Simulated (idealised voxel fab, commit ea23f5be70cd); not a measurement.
Process module under the name voxel transistor to metal
In the cross-section labelled cut, the width is 145 nm and each square cell is 5 nm.
Cross-section spec: square-cell grid; bands listed top down; each band is one or more rows.
Look at the band entry: it leads with the top's height and the bottom's height in nm. Then it lists the materials left to right, with a width in nm for each. The word "all across" on a single material says that material fills the band edge to edge. The word "air" is empty space.
The reference from which all heights are counted is 0, the level beneath which the as-received wafer is entirely one material; the lowest band, having no lower bound, proceeds downward and is written after the example "0 -> down".
Width: "30->40" (first number = top row, second number = bottom row, same change from row to row of cells).
The designation "no modifications", where it is given for a processing step, indicates that no cell of the cross-section was altered in the course of that step.
Look at "Entrapped voids" for the closed voids: empty spaces with no open path to the top, sized 8 cells or up. Each is width x height at distance, distance from the left edge, all nm.
Where a step's line continues beyond its settings, the continuation is a remark by the simulator itself on that step.
On any step carrying a mask, the "overlay nm" setting, if present on the step's line, tells how far right of its planned place the mask lay; negative values point to the left.
[The following list gives the planned process steps]
1: RECEIVE: material Si
2: OXIDIZE: depth nm 5
3: CONFORMAL_DEP: material SiN, thk nm 15
4: DIRECTIONAL_DEP: material aC, thk nm 10
5: PATTERN: tone cover, mask id ACTIVE, material resist, width nm 100, thk nm 30, overlay nm 0
6: DIRECTIONAL_ETCH: etch materials aC, depth nm 10
7: STRIP: etch materials resist
8: DIRECTIONAL_ETCH: etch materials SiN, depth nm 15
9: DIRECTIONAL_ETCH: etch materials SiO2, depth nm 5
10: DIRECTIONAL_ETCH: etch materials Si, depth nm 25
11: STRIP: etch materials aC
12: FILL_DEP: material SiO2, thk nm 15
13: CMP: height nm 15
14: SELECTIVE_ETCH: etch materials SiO2, depth nm 10
15: STRIP: etch materials SiN
16: SELECTIVE_ETCH: etch materials SiO2, depth nm 5
17: OXIDIZE: depth nm 5
18: DIRECTIONAL_DEP: material polySi, thk nm 20
19: DIRECTIONAL_DEP: material SiCN, thk nm 15
20: PATTERN: tone cover, mask id GATE, material resist, width nm 20, thk nm 15, overlay nm 0
21: DIRECTIONAL_ETCH: etch materials SiCN, depth nm 25
22: DIRECTIONAL_ETCH: etch materials polySi, depth nm 30
23: STRIP: etch materials resist
24: CONFORMAL_DEP: material SiO2, thk nm 5
25: DIRECTIONAL_ETCH: etch materials SiO2, depth nm 5
26: CONFORMAL_DEP: material SiN, thk nm 5
27: DIRECTIONAL_ETCH: etch materials SiN, depth nm 5
28: DIRECTIONAL_ETCH: etch materials SiO2, depth nm 5
29: DIRECTIONAL_ETCH: etch materials Si, depth nm 10
30: EPI: material nSi, thk nm 10
31: FILL_DEP: material SiO2, thk nm 5
32: CMP: height nm 30
33: DIRECTIONAL_DEP: material SiO2, thk nm 10
34: PATTERN: tone open, mask id CONTACT, material resist, width nm 30, pitch nm 60, thk nm 20, overlay nm 0
35: DIRECTIONAL_ETCH: etch materials SiO2, depth nm 50
36: STRIP: etch materials resist
37: CONFORMAL_DEP: material TiN, thk nm 5
38: FILL_DEP: material W, thk nm 10
39: CMP: height nm 40
40: CONFORMAL_DEP: material SiCN, thk nm 5
41: DIRECTIONAL_DEP: material lowk, thk nm 15
42: PATTERN: tone open, mask id METAL_1, material resist, width nm 20, pitch nm 70, thk nm 15, overlay nm 0
43: DIRECTIONAL_ETCH: etch materials lowk, depth nm 15
44: DIRECTIONAL_ETCH: etch materials SiCN, depth nm 5
45: STRIP: etch materials resist
46: CONFORMAL_DEP: material TiN, thk nm 5
47: FILL_DEP: material Cu, thk nm 10
48: CMP: height nm 60
49: CONFORMAL_DEP: material SiCN, thk nm 5
50: DIRECTIONAL_DEP: material SiO2, thk nm 35
51: DIRECTIONAL_DEP: material aC, thk nm 10
52: PATTERN: tone open, mask id METAL_2_HOLES, material resist, width nm 15, pitch nm 70, thk nm 25, overlay nm 0
53: DIRECTIONAL_ETCH: etch materials aC, depth nm 10
54: STRIP: etch materials resist
55: DIRECTIONAL_ETCH: etch materials SiO2, depth nm 35
56: STRIP: etch materials aC
57: PATTERN: tone open, mask id METAL_2, material resist, width nm 20, pitch nm 70, thk nm 15, overlay nm 0
58: DIRECTIONAL_ETCH: etch materials SiO2, depth nm 20
59: DIRECTIONAL_ETCH: etch materials SiCN, depth nm 5
60: STRIP: etch materials resist
61: CONFORMAL_DEP: material TiN, thk nm 5
62: FILL_DEP: material Cu, thk nm 10
63: CMP: height nm 100
64: CONFORMAL_DEP: material SiN, thk nm 5
[Incoming wafer in cross-section (state: after step 1)]
    0 -> down  Si all across
    Entrapped voids: none
[Post-module cross-section: identical start and plan to those above, one misstep in execution]
    105 -> 100  SiN all across
    100 -> 85  SiO2: 25, then TiN: 5, then Cu: 10, then TiN: 5, then SiO2: 50, then TiN: 5, then Cu: 10, then TiN: 5, then SiO2: 30
    85 -> 80  SiO2: 25, then TiN: 5, then Cu: 5, then TiN: 10, then SiO2: 50, then TiN: 5, then Cu: 5, then TiN: 10, then SiO2: 30
    80 -> 65  SiO2: 25, then TiN: 5, then Cu: 5, then TiN: 5, then SiO2: 55, then TiN: 5, then Cu: 5, then TiN: 5, then SiO2: 35
    65 -> 60  SiCN: 25, then TiN: 15, then SiCN: 55, then TiN: 15, then SiCN: 35
    60 -> 45  lowk: 25, then TiN: 5, then Cu: 15, then TiN: 5, then lowk: 45, then TiN: 5, then Cu: 15, then TiN: 5, then lowk: 25
    45 -> 40  SiCN: 25, then TiN: 25, then SiCN: 45, then TiN: 25, then SiCN: 25
    40 -> 30  SiO2: 25, then TiN: 5, then W: 20->15, then TiN: 5->10, then SiO2: 30, then TiN: 5->10, then W: 20->15, then TiN: 5, then SiO2: 30
    30 -> 15  SiO2: 25, then TiN: 5, then W: 15, then TiN: 5, then SiN: 5, then SiO2: 5, then SiCN: 20, then SiO2: 5, then SiN: 5, then TiN: 5, then W: 15, then TiN: 5, then SiO2: 30
    15 -> 5  SiO2: 25, then TiN: 5, then W: 15, then TiN: 5, then SiN: 5, then SiO2: 5, then polySi: 20, then SiO2: 5, then SiN: 5, then TiN: 5, then W: 15, then TiN: 5, then SiO2: 30
    5 -> 0  SiO2: 25, then TiN: 25, then SiN: 5, then SiO2: 5, then polySi: 20, then SiO2: 5, then SiN: 5, then TiN: 25, then SiO2: 30
    0 -> -5  SiO2: 20, then SiN: 5, then nSi: 10, then TiN: 5, then nSi: 10, then SiN: 5, then SiO2: 5, then polySi: 20, then SiO2: 5, then SiN: 5, then nSi: 10, then TiN: 5, then nSi: 10, then SiN: 5, then SiO2: 25
    -5 -> -10  SiO2: 25, then nSi: 10, then TiN: 5, then nSi: 10, then SiO2: 40, then nSi: 10, then TiN: 5, then nSi: 10, then SiO2: 30
    -10 -> -20  SiO2: 20, then Si: 5, then nSi: 25, then Si: 40, then nSi: 25, then Si: 5, then SiO2: 25
    -20 -> -30  SiO2: 20, then Si: 100, then SiO2: 25
    -30 -> down  Si all across
    Entrapped voids: none
Where did the run depart from the plan? it should be noted that step 42 was executed with settings other than those planned, the operation and settings actually applied being PATTERN: tone open, mask id METAL_1, material resist, width nm 25, pitch nm 70, thk nm 15, overlay nm 0
